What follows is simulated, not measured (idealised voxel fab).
Process module heading - voxel self aligned contacts
Each square cell in cross-section cut measures 5 nm, and the section as a whole is 280 nm wide.
How to read a cross-section here: the picture is a grid of square cells, written as bands going from the top down, and any band can span one or more rows of cells. Heads up on the band format: heights come first, top then bottom, in nm. After that it's the materials left to right, each with its width in nm. A single material flagged "full width" fills the whole band edge to edge, and "air" means there's empty space there. Zero point of the height axis is 0; under it, received wafer = one material. Lowest band: continues down indefinitely, "0 and below". You'd read "30..40" like this: the band's top row of cells is as wide as the first number, its bottom row is as wide as the second, and going down, every row changes width by the same amount as the row before did. No cell of the cross-section changed in a step that is given as "nothing got changed". "Fully closed voids": empty spaces of 8 cells or more with no open way to the top, each given as width x height at distance, distance from the left edge, all in nm. If you see something after the settings on a step's line, that's the simulator's own remark about that step. overlay nm: how far to the right of its planned place the mask lay on this masked step (negative: to the left).

Intended process steps:
1) RECEIVE: material Si
2) CONFORMAL_DEP: material SiO2, thk nm 5
3) DIRECTIONAL_DEP: material polySi, thk nm 20
4) DIRECTIONAL_DEP: material SiN, thk nm 20
5) MASKED_ETCH: tone cover, mask id GATE, width nm 25, pitch nm 55, etch materials SiN, depth nm 20, overlay nm 0
6) MASKED_ETCH: tone cover, mask id GATE, width nm 25, pitch nm 55, etch materials polySi, depth nm 20, overlay nm 0
7) CONFORMAL_DEP: material SiN, thk nm 5
8) DIRECTIONAL_ETCH: etch materials SiN, depth nm 5
9) FILL_DEP: material SiO2, thk nm 15
10) CMP: height nm 50
11) MASKED_ETCH: tone open, mask id CONTACT, width nm 40, pitch nm 55, etch materials SiO2, depth nm 50, overlay nm 0
12) CONFORMAL_DEP: material TiN, thk nm 5
13) FILL_DEP: material W, thk nm 5
14) CMP: height nm 50
15) CONFORMAL_DEP: material SiCN, thk nm 5

The cross-section here shows the wafer as received, i.e. in its state after step 1:
  0 and below: Si full width
  Fully closed voids: none

Cross-section taken at module completion on the first of two wafers; processed per the plan:
  55 down to 50: SiCN full width
  50 down to 45: 90 SiO2 / 15 TiN / 10 W / 15 TiN / 15 SiO2 / 15 TiN / 10 W / 15 TiN / 95 SiO2
  45 down to 25: 65 SiO2 / 35 SiN / 5 TiN / 10 W / 5 TiN / 35 SiN / 5 TiN / 10 W / 5 TiN / 35 SiN / 70 SiO2
  25 down to 5: 65 SiO2 / 5 SiN / 25 polySi / 5 SiN / 5 TiN / 10 W / 5 TiN / 5 SiN / 25 polySi / 5 SiN / 5 TiN / 10 W / 5 TiN / 5 SiN / 25 polySi / 5 SiN / 70 SiO2
  5 down to 0: 100 SiO2 / 20 TiN / 35 SiO2 / 20 TiN / 105 SiO2
  0 and below: Si full width
  Fully closed voids: none

Here's the second of our two wafers sectioned at module end. Same start as the first, same plan, but one mistake got made running it:
  55 down to 50: SiCN full width
  50 down to 40: 90 SiO2 / 5..15 TiN / 30..10 W / 5..15 TiN / 15 SiO2 / 5..15 TiN / 30..10 W / 5..15 TiN / 95 SiO2
  40 down to 20: 65 SiO2 / 35 SiN / 5 TiN / 10 W / 5 TiN / 35 SiN / 5 TiN / 10 W / 5 TiN / 35 SiN / 70 SiO2
  20 down to 5: 65 SiO2 / 5 SiN / 25 polySi / 5 SiN / 5 TiN / 10 W / 5 TiN / 5 SiN / 25 polySi / 5 SiN / 5 TiN / 10 W / 5 TiN / 5 SiN / 25 polySi / 5 SiN / 70 SiO2
  5 down to 0: 100 SiO2 / 20 TiN / 35 SiO2 / 20 TiN / 105 SiO2
  0 and below: Si full width
  Fully closed voids: none
Where did the run depart from the plan? step 3 was not run as planned; what actually ran was DIRECTIONAL_DEP: material polySi, thk nm 15
Cell-count delta at end, second wafer over first, by material: SiN -6; SiO2 +13; W +8; polySi -15
